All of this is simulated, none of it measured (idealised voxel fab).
The process module presented herein is designated voxel transistor to metal.
cross-section cut | 185 nm wide | cells 5 nm
A cross-section in this document is a grid of square cells, and it is written down as bands, the top band listed before the ones below it; a band is made up of one or more rows of cells.
Heights first: top, then bottom, in nm. Then materials, left to right, each with a width in nm. "edge to edge" on a single material: fills the band edge to edge. "air": empty space.
We count height from 0. Below that, the starting wafer is all one material. The lowest band never ends at the bottom but goes on down; see "0 nm and below" for how that is written.
So if you see something like "30 to 40" for the width, read it as the top row of the band sitting at the first number and the bottom row at the second, with every row in between moving by the same amount as the last.
What does "nothing was modified" mean for a step? It means no cell of the cross-section changed in that step.
Closed empty spaces (no open way to the top) of 8 cells or more are what "Enclosed void catalog" lists, each as width x height at distance from the left edge, nm for all three.
Note: text after step settings on the step line = simulator remark on that step.
"overlay nm", when on a step's line for a step with a mask, measures how far to the right of its planned place the mask lay; a negative measure means to the left.
List of planned process steps
1: RECEIVE (material Si)
2: CONFORMAL_DEP (material SiO2; thk nm 5)
3: CONFORMAL_DEP (material SiN; thk nm 15)
4: DIRECTIONAL_DEP (material aC; thk nm 10)
5: PATTERN (tone cover; mask id ACTIVE; material resist; width nm 105; thk nm 25; overlay nm 0)
6: DIRECTIONAL_ETCH (etch materials aC; depth nm 10)
7: STRIP (etch materials resist)
8: DIRECTIONAL_ETCH (etch materials SiN; depth nm 15)
9: DIRECTIONAL_ETCH (etch materials SiO2; depth nm 5)
10: DIRECTIONAL_ETCH (etch materials Si; depth nm 35)
11: STRIP (etch materials aC)
12: OXIDIZE (depth nm 5)
13: FILL_DEP (material SiO2; thk nm 5)
14: CMP (height nm 20)
15: SELECTIVE_ETCH (etch materials SiO2; depth nm 10)
16: STRIP (etch materials SiN)
17: SELECTIVE_ETCH (etch materials SiO2; depth nm 5)
18: OXIDIZE (depth nm 5)
19: DIRECTIONAL_DEP (material polySi; thk nm 25)
20: DIRECTIONAL_DEP (material SiCN; thk nm 10)
21: DIRECTIONAL_DEP (material aC; thk nm 15)
22: PATTERN (tone cover; mask id GATE; material resist; width nm 35; thk nm 35; overlay nm 0)
23: DIRECTIONAL_ETCH (etch materials aC; depth nm 15)
24: STRIP (etch materials resist)
25: DIRECTIONAL_ETCH (etch materials SiCN; depth nm 20)
26: DIRECTIONAL_ETCH (etch materials polySi; depth nm 35)
27: STRIP (etch materials aC)
28: CONFORMAL_DEP (material SiN; thk nm 10)
29: DIRECTIONAL_ETCH (etch materials SiN; depth nm 10)
30: DIRECTIONAL_ETCH (etch materials SiO2; depth nm 5)
31: DIRECTIONAL_ETCH (etch materials Si; depth nm 5)
32: EPI (material SiGe; thk nm 10)
33: FILL_DEP (material SiO2; thk nm 5)
34: CMP (height nm 25)
35: STRIP (etch materials polySi)
36: SELECTIVE_ETCH (etch materials SiO2; depth nm 5)
37: CONFORMAL_DEP (material HfO2; thk nm 5)
38: CONFORMAL_DEP (material TiN; thk nm 5)
39: FILL_DEP (material W; thk nm 5)
40: CMP (height nm 20)
41: DIRECTIONAL_DEP (material SiO2; thk nm 10)
42: DIRECTIONAL_DEP (material aC; thk nm 15)
43: PATTERN (tone open; mask id CONTACT; material resist; width nm 15; pitch nm 80; thk nm 30; overlay nm 0)
44: DIRECTIONAL_ETCH (etch materials aC; depth nm 15)
45: STRIP (etch materials resist)
46: DIRECTIONAL_ETCH (etch materials SiO2; depth nm 30)
47: STRIP (etch materials aC)
48: CONFORMAL_DEP (material TiN; thk nm 5)
49: FILL_DEP (material Ru; thk nm 5)
50: CMP (height nm 30)
51: DIRECTIONAL_DEP (material TiN; thk nm 5)
52: DIRECTIONAL_DEP (material W; thk nm 20)
53: PATTERN (tone cover; mask id METAL_1; material resist; width nm 15; pitch nm 80; thk nm 15; overlay nm 0)
54: DIRECTIONAL_ETCH (etch materials W; depth nm 20)
55: DIRECTIONAL_ETCH (etch materials TiN; depth nm 5)
56: STRIP (etch materials resist)
57: FILL_DEP (material SiO2; thk nm 10)
58: CMP (height nm 55)
59: CONFORMAL_DEP (material SiCN; thk nm 5)
60: DIRECTIONAL_DEP (material lowk; thk nm 30)
61: MASKED_ETCH (tone open; mask id METAL_2; width nm 15; pitch nm 80; etch materials lowk; depth nm 20; overlay nm 0)
62: MASKED_ETCH (tone open; mask id METAL_2_HOLES; width nm 15; pitch nm 80; etch materials lowk; depth nm 10; overlay nm 0)
63: MASKED_ETCH (tone open; mask id METAL_2_HOLES; width nm 15; pitch nm 80; etch materials SiCN; depth nm 5; overlay nm 0)
64: CONFORMAL_DEP (material TiN; thk nm 5)
65: FILL_DEP (material Cu; thk nm 10)
66: CMP (height nm 90)
67: CONFORMAL_DEP (material SiN; thk nm 5)
Heads up: all these wafers start the same, and what changes between them is the thk nm in step 2. The value you see in the plan is just what the first wafer got.
Received condition of the first of several wafers, sectioned: post-step 1
	0 nm and below | Si edge to edge
	Enclosed void catalog: none
Per-wafer rows below. For each material: cells gained (+) or lost (-) since the wafer was received, as of end of module. Then: closed voids
thk nm 5 | +12 Cu | +17 HfO2 | +8 Ru | -171 Si | +31 SiCN | +20 SiGe | +57 SiN | +437 SiO2 | +73 TiN | +33 W | +186 lowk | Enclosed void catalog: none
thk nm 10 | +12 Cu | +15 HfO2 | +6 Ru | -26 Si | +31 SiCN | +56 SiGe | +49 SiN | +277 SiO2 | +67 TiN | +30 W | +186 lowk | Enclosed void catalog: none
thk nm 15 | +12 Cu | +13 HfO2 | +6 Ru | -16 Si | +31 SiCN | +36 SiGe | +49 SiN | +290 SiO2 | +69 TiN | +27 W | +186 lowk | Enclosed void catalog: none
thk nm 20 | +12 Cu | +15 HfO2 | +6 Ru | -26 Si | +31 SiCN | +56 SiGe | +49 SiN | +277 SiO2 | +67 TiN | +30 W | +186 lowk | Enclosed void catalog: none
